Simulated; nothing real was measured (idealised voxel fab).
Presented below is a process module, voxel self aligned vias.
We display cut, a cross-section 235 nm in width whose square cells are each 5 nm.
Throughout this document, each cross-section is represented as a grid of square cells and is presented as a sequence of bands enumerated from the top downward, where a band comprises one or more rows of cells.
This entry defines a band. It first specifies the height of the band's top and the height of its bottom in nm, and then specifies the band's materials from left to right, stating each material with its width in nm. The word "everywhere" identifies a single material that fills the band from edge to edge, while the word "blank" identifies empty space.
The reference from which all heights are counted is 0, the level beneath which the as-received wafer is entirely one material; the lowest band, having no lower bound, proceeds downward and is written after the example "z 0 and below".
The expression "30..40" gives the width at the extremes of the band, the first number at its top row of cells and the second at its bottom row, with the width changing by equal amounts from each row to the next in between.
Step note "nothing altered" = no cross-section cell changed.
Listed in "Closed cavity list": every empty space of 8 or more cells without an open way to the top. Form: width x height at distance, the distance being from the left edge, all in nm.
Note: text after step settings on the step line = simulator remark on that step.
overlay nm: mask offset rightward from planned place, masked step; negative means leftward offset.

Intended process steps
1 RECEIVE: material Si
2 CONFORMAL_DEP: material SiO2, thk nm 15
3 CONFORMAL_DEP: material SiCN, thk nm 5
4 DIRECTIONAL_DEP: material SiO2, thk nm 30
5 MASKED_ETCH: tone open, mask id LINES, width nm 30, pitch nm 65, etch materials SiO2, depth nm 30, overlay nm 0
6 CONFORMAL_DEP: material TiN, thk nm 5
7 FILL_DEP: material Ru, thk nm 10
8 CMP: height nm 50
9 SELECTIVE_ETCH: etch materials W Ru TiN, depth nm 5
10 FILL_DEP: material SiN, thk nm 5
11 CMP: height nm 50
12 DIRECTIONAL_DEP: material SiO2, thk nm 20
13 DIRECTIONAL_DEP: material aC, thk nm 10
14 PATTERN: tone open, mask id VIAS, material resist, width nm 40, pitch nm 65, thk nm 25, overlay nm 0
15 DIRECTIONAL_ETCH: etch materials aC, depth nm 10
16 STRIP: etch materials resist
17 DIRECTIONAL_ETCH: etch materials SiO2, depth nm 20
18 DIRECTIONAL_ETCH: etch materials SiN, depth nm 5
19 STRIP: etch materials aC
20 CONFORMAL_DEP: material TiN, thk nm 5
21 FILL_DEP: material W, thk nm 5
22 CMP: height nm 70
23 CONFORMAL_DEP: material SiN, thk nm 5

This is the cross-section of the wafer as we received it, i.e. after step 1
z 0 and below | Si everywhere
Closed cavity list: none

Figure: cross-sectional view of the wafer upon completion of the module, processed from the initial state and according to the plan depicted above, with one error introduced during execution
z 75 to 70 | SiN everywhere
z 70 to 55 | 60 nm W, then 5 nm TiN, then 40 nm SiO2, then 5 nm TiN, then 15 nm W, then 5 nm TiN, then 40 nm SiO2, then 5 nm TiN, then 60 nm W
z 55 to 50 | 65 nm TiN, then 40 nm SiO2, then 25 nm TiN, then 40 nm SiO2, then 65 nm TiN
z 50 to 45 | 70 nm SiO2, then 30 nm SiN, then 35 nm SiO2, then 30 nm SiN, then 70 nm SiO2
z 45 to 25 | 70 nm SiO2, then 5 nm TiN, then 20 nm Ru, then 5 nm TiN, then 35 nm SiO2, then 5 nm TiN, then 20 nm Ru, then 5 nm TiN, then 70 nm SiO2
z 25 to 20 | 70 nm SiO2, then 30 nm TiN, then 35 nm SiO2, then 30 nm TiN, then 70 nm SiO2
z 20 to 15 | SiCN everywhere
z 15 to 0 | SiO2 everywhere
z 0 and below | Si everywhere
Closed cavity list: none
The plan and the run diverged here: step 14 was processed under conditions differing from the plan, specifically as PATTERN: tone cover, mask id VIAS, material resist, width nm 40, pitch nm 65, thk nm 25, overlay nm 0
